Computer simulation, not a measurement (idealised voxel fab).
The following is a process module called voxel fin reveal.
It is cross-section cut that appears here, measuring 285 nm in width, its square cells being 5 nm in size.
Think of the cross-section as a grid of square cells. We describe it in bands, top to bottom, and each band covers one or more rows of those cells. Within each band entry, the heights of the top and of the bottom of the band appear first, in that order and in nm; the materials of the band then follow from left to right, each with its corresponding width in nm. The designation "full width" on a single material indicates that it fills the band from edge to edge; the designation "air" indicates empty space. Heights are expressed relative to 0, this being the level below which the as-received wafer comprises one material exclusively. The lowest band is unbounded in the downward direction and is denoted as in "from 0 down". Per-row width for "30..40": begins at first number (top row of band), ends at second number (bottom row), increment between rows held constant. No cell of the cross-section changed in a step that is given as "no alterations made". This entry, "Sealed internal voids", enumerates those empty regions of no fewer than 8 cells that possess no open connection to the top. Each region is reported in the form width x height at distance, the distance being taken from the left edge, with all three quantities expressed in nm. Text after the settings on a step's line: the simulator's own remark on that step. The "overlay nm" setting may appear on a step's line; for a step that uses a mask, it gives how far to the right of its planned position the mask lay, and a negative value indicates the left.

[Planned process steps]
| 1 | RECEIVE, material Si |
| 2 | CONFORMAL_DEP, material SiN, thk nm 10 |
| 3 | MASKED_ETCH, tone cover, mask id FINS, width nm 15, pitch nm 35, etch materials SiN, depth nm 10, overlay nm -15 |
| 4 | MASKED_ETCH, tone cover, mask id FINS, width nm 15, pitch nm 35, etch materials Si, depth nm 30, overlay nm 0 |
| 5 | OXIDIZE, depth nm 5 |
| 6 | FILL_DEP, material SiO2, thk nm 15 |
| 7 | CMP, height nm 10 |
| 8 | SELECTIVE_ETCH, etch materials SiO2, depth nm 30 |
| 9 | STRIP, etch materials SiN |
Wafer-to-wafer difference: overlay nm, step 3. Common start. Plan = first wafer's value.

[The first of several wafers in cross-section, exactly as it reached us after step 1]
    from 0 down  Si full width
    Sealed internal voids: none

[Each row below is a wafer at the end of the module, listing for every material the number of cells it has gained (+) or lost (-) since it was received, followed by its closed voids]
overlay nm -15; -349 Si; +147 SiO2; Sealed internal voids: none
overlay nm -10; -361 Si; +153 SiO2; Sealed internal voids: none
overlay nm -5; -373 Si; +159 SiO2; Sealed internal voids: none
overlay nm 0; -385 Si; +165 SiO2; Sealed internal voids: none
overlay nm 5; -373 Si; +159 SiO2; Sealed internal voids: none
overlay nm 10; -361 Si; +153 SiO2; Sealed internal voids: none
overlay nm 15; -349 Si; +147 SiO2; Sealed internal voids: none
